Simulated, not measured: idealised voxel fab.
Process module heading - voxel capacitor over wiring
Xsec cut, 300 nm wide, square cell size 5 nm.
Format of a cross-section: grid, square cells. Given as bands. Order: top down. Band: one or more rows of cells.
Per band: top height and bottom height in nm, followed by the left-to-right materials and their widths in nm; "edge to edge" marks a single material spanning edge to edge, "blank" marks empty space.
Heights from 0 (as-received wafer is one material below). Bottom band endless downward, as "0 -> down".
Width spec "30->40" -> top row of cells at first value, bottom row at second value, equal per-row change in between.
No cell of the cross-section changed in a step that is given as "no change occurred".
So "Enclosed void list" is basically the list of trapped voids: any empty space of 8 cells or more that can't reach the top through an opening. They're written width x height at distance, the distance being from the left edge, and it's all nm.
It should be noted that, on the line of a given step, the content following the step's settings is a remark produced by the simulator itself with respect to that step.
Regarding "overlay nm": on a step with a mask, it is the distance the mask lay to the right of its planned place; a negative value places it to the left.

-- Process steps - plan
1) RECEIVE with material Si
2) CONFORMAL_DEP with material SiO2, thk nm 15
3) CONFORMAL_DEP with material SiN, thk nm 5
4) DIRECTIONAL_DEP with material lowk, thk nm 20
5) PATTERN with tone open, mask id METAL_1, material resist, width nm 20, pitch nm 90, thk nm 20, overlay nm 0
6) DIRECTIONAL_ETCH with etch materials lowk, depth nm 20
7) DIRECTIONAL_ETCH with etch materials SiN, depth nm 5
8) STRIP with etch materials resist
9) CONFORMAL_DEP with material TiN, thk nm 5
10) FILL_DEP with material Cu, thk nm 5
11) CMP with height nm 40
12) CONFORMAL_DEP with material SiCN, thk nm 5
13) DIRECTIONAL_DEP with material lowk, thk nm 20
14) PATTERN with tone open, mask id PLUG_1, material resist, width nm 15, thk nm 20, overlay nm 0
15) DIRECTIONAL_ETCH with etch materials lowk, depth nm 20
16) DIRECTIONAL_ETCH with etch materials SiCN, depth nm 5
17) STRIP with etch materials resist
18) CONFORMAL_DEP with material TiN, thk nm 5
19) FILL_DEP with material Ru, thk nm 10
20) CMP with height nm 65
21) DIRECTIONAL_DEP with material TiN, thk nm 5
22) DIRECTIONAL_DEP with material HfO2, thk nm 5
23) DIRECTIONAL_DEP with material TiN, thk nm 5
24) DIRECTIONAL_DEP with material aC, thk nm 15
25) PATTERN with tone cover, mask id UPPER_PLATE, material resist, width nm 75, thk nm 35, overlay nm 0
26) DIRECTIONAL_ETCH with etch materials aC, depth nm 15
27) STRIP with etch materials resist
28) DIRECTIONAL_ETCH with etch materials TiN, depth nm 5
29) DIRECTIONAL_ETCH with etch materials HfO2, depth nm 5
30) STRIP with etch materials aC
31) MASKED_ETCH with tone cover, mask id LOWER_PLATE, width nm 85, etch materials TiN, depth nm 5, overlay nm 0
32) FILL_DEP with material SiO2, thk nm 15
33) CMP with height nm 90
34) MASKED_ETCH with tone open, mask id PLUG_2, width nm 15, etch materials SiO2, depth nm 10, overlay nm 0
35) CONFORMAL_DEP with material TiN, thk nm 5
36) FILL_DEP with material Cu, thk nm 10
37) CMP with height nm 90
38) CONFORMAL_DEP with material SiCN, thk nm 5

-- Shown in cross-section is the wafer as received, that is, as it stands after step 1
- 0 -> down  Si edge to edge
- Enclosed void list: none

-- Starting wafer: above. Plan: above. Run: one mistake. Cross-section after the module: below
- 95 -> 90  SiCN edge to edge
- 90 -> 85  SiO2 110 nm  TiN 5 nm  Cu 5 nm  TiN 5 nm  SiO2 175 nm
- 85 -> 75  SiO2 110->100 nm  TiN 15->75 nm  SiO2 175->125 nm
- 75 -> 70  SiO2 100 nm  HfO2 75 nm  SiO2 125 nm
- 70 -> 65  SiO2 95 nm  TiN 85 nm  SiO2 120 nm
- 65 -> 45  lowk 100 nm  TiN 5 nm  Ru 5 nm  TiN 5 nm  lowk 185 nm
- 45 -> 40  SiCN 100 nm  TiN 15 nm  SiCN 185 nm
- 40 -> 35  lowk 95 nm  TiN 5 nm  Cu 10 nm  TiN 5 nm  lowk 70 nm  TiN 5 nm  Cu 10 nm  TiN 5 nm  lowk 95 nm
- 35 -> 30  SiN 95 nm  TiN 20 nm  SiN 70 nm  TiN 20 nm  SiN 95 nm
- 30 -> 0  SiO2 edge to edge
- 0 -> down  Si edge to edge
- Enclosed void list: none
Run error: heads up, step 2 of the plan got done twice
